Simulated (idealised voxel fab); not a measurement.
voxel air gaps: a process module
It is cross-section cut that appears here, measuring 280 nm in width, its square cells being 5 nm in size.
For the purposes of this document, a cross-section shall be understood as a grid of square cells, specified as bands listed in top-to-bottom order, each band consisting of one or more rows of cells.
Look at the band entry: it leads with the top's height and the bottom's height in nm. Then it lists the materials left to right, with a width in nm for each. The word "edge to edge" on a single material says that material fills the band edge to edge. The word "air" is empty space.
Measure heights from 0. That's the level where, below it, the as-received wafer is all one material. The lowest band is bottomless and extends downward; write it as in "0 -> down".
Note: "30..40" means the width goes from the first number (top row of the band) to the second number (bottom row) in equal steps per row of cells.
Where the words "nothing changed" appear for a step, the cross-section shows no cell changed by that step; every cell remained as before.
Entry "Catalogued sealed voids". Content: empty spaces with no open connection to the top, size 8 cells or greater. Each: width x height at distance. Distance: from left edge. Unit: nm.
Read whatever lies past the settings on a step's line as the simulator's own remark about the step.
overlay nm: step with mask; distance mask lay right of planned place; negative value = left of planned place.

### Process steps foreseen in the plan
1,RECEIVE,material Si
2,CONFORMAL_DEP,material SiO2,thk nm 15
3,CONFORMAL_DEP,material SiCN,thk nm 5
4,DIRECTIONAL_DEP,material lowk,thk nm 30
5,DIRECTIONAL_DEP,material aC,thk nm 15
6,PATTERN,tone open,mask id LINES,material resist,width nm 20,pitch nm 50,thk nm 30,overlay nm 0
7,DIRECTIONAL_ETCH,etch materials aC,depth nm 15
8,STRIP,etch materials resist
9,DIRECTIONAL_ETCH,etch materials lowk,depth nm 30
10,STRIP,etch materials aC
11,CONFORMAL_DEP,material TiN,thk nm 5
12,FILL_DEP,material Cu,thk nm 5
13,CMP,height nm 50
14,EPI,material Ru,thk nm 10
15,SELECTIVE_ETCH,etch materials lowk,depth nm 40
16,CONFORMAL_DEP,material SiCN,thk nm 5

### Cross-section of the wafer upon arrival, representing the state reached after step 1
0 -> down: Si edge to edge
Catalogued sealed voids: none

### Looking at the first of two wafers in cross-section at end of module - ran to plan
65 -> 60: air: 40 | SiCN: 200 | air: 40
60 -> 50: air: 40 | SiCN: 5 | Ru: 40 | SiCN: 10 | Ru: 40 | SiCN: 10 | Ru: 40 | SiCN: 10 | Ru: 40 | SiCN: 5 | air: 40
50 -> 45: air: 40 | SiCN: 15 | TiN: 5 | Cu: 10 | TiN: 5 | SiCN: 30 | TiN: 5 | Cu: 10 | TiN: 5 | SiCN: 30 | TiN: 5 | Cu: 10 | TiN: 5 | SiCN: 30 | TiN: 5 | Cu: 10 | TiN: 5 | SiCN: 15 | air: 40
45 -> 25: air: 50 | SiCN: 5 | TiN: 5 | Cu: 10 | TiN: 5 | SiCN: 5 | air: 20 | SiCN: 5 | TiN: 5 | Cu: 10 | TiN: 5 | SiCN: 5 | air: 20 | SiCN: 5 | TiN: 5 | Cu: 10 | TiN: 5 | SiCN: 5 | air: 20 | SiCN: 5 | TiN: 5 | Cu: 10 | TiN: 5 | SiCN: 5 | air: 50
25 -> 20: SiCN: 55 | TiN: 20 | SiCN: 30 | TiN: 20 | SiCN: 30 | TiN: 20 | SiCN: 30 | TiN: 20 | SiCN: 55
20 -> 15: SiCN edge to edge
15 -> 0: SiO2 edge to edge
0 -> down: Si edge to edge
Catalogued sealed voids: 20 x 20 at 80; 20 x 20 at 130; 20 x 20 at 180

### End-of-module cross-section of the second wafer: identical starting point and process plan to the first, with one processing mistake
75 -> 70: air: 30 | SiCN: 220 | air: 30
70 -> 50: air: 30 | SiCN: 5 | Ru: 210 | SiCN: 5 | air: 30
50 -> 45: air: 30 | SiCN: 25 | TiN: 5 | Cu: 10 | TiN: 5 | lowk: 30 | TiN: 5 | Cu: 10 | TiN: 5 | lowk: 30 | TiN: 5 | Cu: 10 | TiN: 5 | lowk: 30 | TiN: 5 | Cu: 10 | TiN: 5 | SiCN: 25 | air: 30
45 -> 25: air: 50 | SiCN: 5 | TiN: 5 | Cu: 10 | TiN: 5 | lowk: 30 | TiN: 5 | Cu: 10 | TiN: 5 | lowk: 30 | TiN: 5 | Cu: 10 | TiN: 5 | lowk: 30 | TiN: 5 | Cu: 10 | TiN: 5 | SiCN: 5 | air: 50
25 -> 20: SiCN: 55 | TiN: 20 | lowk: 30 | TiN: 20 | lowk: 30 | TiN: 20 | lowk: 30 | TiN: 20 | SiCN: 55
20 -> 15: SiCN edge to edge
15 -> 0: SiO2 edge to edge
0 -> down: Si edge to edge
Catalogued sealed voids: none
Processing error: step 14 of the plan was carried out twice
The closing comparison, in cells, has the second wafer with more or fewer of some materials than the first: 104 more of Ru, 60 fewer of SiCN, 108 more of lowk
At the end, the first wafer has 3 closed voids and the second wafer has 0.
